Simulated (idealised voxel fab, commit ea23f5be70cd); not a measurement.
process module | voxel capacitor over wiring
cross-section cut | 270 nm wide | cells 5 nm
A cross-section is a grid of square cells, given in bands from the top down. A band is one or more rows of cells.
Each band's line starts with the height of the band's top and of its bottom, in nm. Then come its materials from left to right, each with its width in nm. One material with "throughout" fills the band from edge to edge. "air" is empty space.
Height 0 is the level under which the wafer as received is all one material. The lowest band goes on downwards, as in "0 down".
A width such as "30 to 40" changes by the same amount from each row of cells to the next, from the band's top row to its bottom row.
"no change" after a step means that no cell of the cross-section changed.
closed voids: empty space of 8 cells or more with no open way to the top, each as width x height at its distance from the left edge, in nm
after a step's settings: what the simulator itself notes on the step
overlay nm, on a step with a mask: how far to the right of its planned place the mask lay; to the left if negative
plan
1 op RECEIVE | material Si
2 op CONFORMAL_DEP | material SiO2 | thk nm 15
3 op CONFORMAL_DEP | material SiN | thk nm 5
4 op DIRECTIONAL_DEP | material SiO2 | thk nm 20
5 op DIRECTIONAL_DEP | material aC | thk nm 15
6 op PATTERN | tone open | mask id METAL_1 | material resist | width nm 30 | pitch nm 80 | thk nm 35 | overlay nm 0
7 op DIRECTIONAL_ETCH | etch materials aC | depth nm 15
8 op STRIP | etch materials resist
9 op DIRECTIONAL_ETCH | etch materials SiO2 | depth nm 20
10 op DIRECTIONAL_ETCH | etch materials SiN | depth nm 5
11 op STRIP | etch materials aC
12 op CONFORMAL_DEP | material TiN | thk nm 5
13 op FILL_DEP | material Cu | thk nm 5
14 op CMP | height nm 40
15 op CONFORMAL_DEP | material SiCN | thk nm 5
16 op DIRECTIONAL_DEP | material lowk | thk nm 20
17 op MASKED_ETCH | tone open | mask id PLUG_1 | width nm 15 | etch materials lowk | depth nm 20 | overlay nm 0
18 op MASKED_ETCH | tone open | mask id PLUG_1 | width nm 15 | etch materials SiCN | depth nm 5 | overlay nm 0
19 op CONFORMAL_DEP | material TiN | thk nm 5
20 op FILL_DEP | material Cu | thk nm 5
21 op CMP | height nm 65
22 op DIRECTIONAL_DEP | material TiN | thk nm 10
23 op DIRECTIONAL_DEP | material HfO2 | thk nm 5
24 op DIRECTIONAL_DEP | material TiN | thk nm 5
25 op PATTERN | tone cover | mask id UPPER_PLATE | material resist | width nm 55 | thk nm 15 | overlay nm 0
26 op DIRECTIONAL_ETCH | etch materials TiN | depth nm 5
27 op DIRECTIONAL_ETCH | etch materials HfO2 | depth nm 5
28 op STRIP | etch materials resist
29 op DIRECTIONAL_DEP | material aC | thk nm 10
30 op PATTERN | tone cover | mask id LOWER_PLATE | material resist | width nm 65 | thk nm 25 | overlay nm -15
31 op DIRECTIONAL_ETCH | etch materials aC | depth nm 10
32 op STRIP | etch materials resist
33 op DIRECTIONAL_ETCH | etch materials TiN | depth nm 10
34 op STRIP | etch materials aC
35 op FILL_DEP | material SiO2 | thk nm 15
36 op CMP | height nm 95
37 op DIRECTIONAL_DEP | material aC | thk nm 10
38 op PATTERN | tone open | mask id PLUG_2 | material resist | width nm 15 | thk nm 30 | overlay nm 0
39 op DIRECTIONAL_ETCH | etch materials aC | depth nm 10
40 op STRIP | etch materials resist
41 op DIRECTIONAL_ETCH | etch materials SiO2 | depth nm 10
42 op STRIP | etch materials aC
43 op CONFORMAL_DEP | material TiN | thk nm 5
44 op FILL_DEP | material Ru | thk nm 5
45 op CMP | height nm 95
46 op CONFORMAL_DEP | material SiN | thk nm 5
varied across the wafers: overlay nm of step 30. The plan shows the first wafer's value. All wafers start alike
first wafer as received, after step 1
  0 down: Si throughout
  closed voids: none
first wafer at the end, after step 46
  100 to 95: SiN throughout
  95 to 90: SiO2 105 | TiN 5 | Ru 5 | TiN 5 | SiO2 150
  90 to 80: SiO2 105 to 95 | TiN 15 to 45 | SiO2 150 to 130
  80 to 75: SiO2 95 | HfO2 55 | SiO2 120
  75 to 65: SiO2 75 | TiN 75 | SiO2 120
  65 to 45: lowk 95 | TiN 5 | Cu 5 | TiN 5 | lowk 160
  45 to 40: SiCN 95 | TiN 15 | SiCN 160
  40 to 20: SiO2 80 | TiN 5 | Cu 20 | TiN 5 | SiO2 50 | TiN 5 | Cu 20 | TiN 5 | SiO2 80
  20 to 15: SiN 80 | TiN 30 | SiN 50 | TiN 30 | SiN 80
  15 to 0: SiO2 throughout
  0 down: Si throughout
  closed voids: none
last wafer at the end
  100 to 95: SiN throughout
  95 to 90: SiO2 105 | TiN 5 | Ru 5 | TiN 5 | SiO2 150
  90 to 80: SiO2 105 | TiN 15 to 45 | SiO2 150 to 120
  80 to 75: SiO2 95 | HfO2 55 | SiO2 120
  75 to 65: SiO2 95 | TiN 75 | SiO2 100
  65 to 45: lowk 95 | TiN 5 | Cu 5 | TiN 5 | lowk 160
  45 to 40: SiCN 95 | TiN 15 | SiCN 160
  40 to 20: SiO2 80 | TiN 5 | Cu 20 | TiN 5 | SiO2 50 | TiN 5 | Cu 20 | TiN 5 | SiO2 80
  20 to 15: SiN 80 | TiN 30 | SiN 50 | TiN 30 | SiN 80
  15 to 0: SiO2 throughout
  0 down: Si throughout
  closed voids: none
each wafer at the end: cells of each material gained (+) or lost (-) since it was received, then its closed voids
overlay nm -15 | +36 Cu | +11 HfO2 | +1 Ru | +51 SiCN | +96 SiN | +598 SiO2 | +83 TiN | +204 lowk | closed voids: none
overlay nm -10 | +36 Cu | +11 HfO2 | +1 Ru | +51 SiCN | +96 SiN | +599 SiO2 | +82 TiN | +204 lowk | closed voids: none
overlay nm -5 | +36 Cu | +11 HfO2 | +1 Ru | +51 SiCN | +96 SiN | +600 SiO2 | +81 TiN | +204 lowk | closed voids: none
overlay nm 0 | +36 Cu | +11 HfO2 | +1 Ru | +51 SiCN | +96 SiN | +600 SiO2 | +81 TiN | +204 lowk | closed voids: none
overlay nm 5 | +36 Cu | +11 HfO2 | +1 Ru | +51 SiCN | +96 SiN | +600 SiO2 | +81 TiN | +204 lowk | closed voids: none
overlay nm 10 | +36 Cu | +11 HfO2 | +1 Ru | +51 SiCN | +96 SiN | +599 SiO2 | +82 TiN | +204 lowk | closed voids: none
overlay nm 15 | +36 Cu | +11 HfO2 | +1 Ru | +51 SiCN | +96 SiN | +598 SiO2 | +83 TiN | +204 lowk | closed voids: none
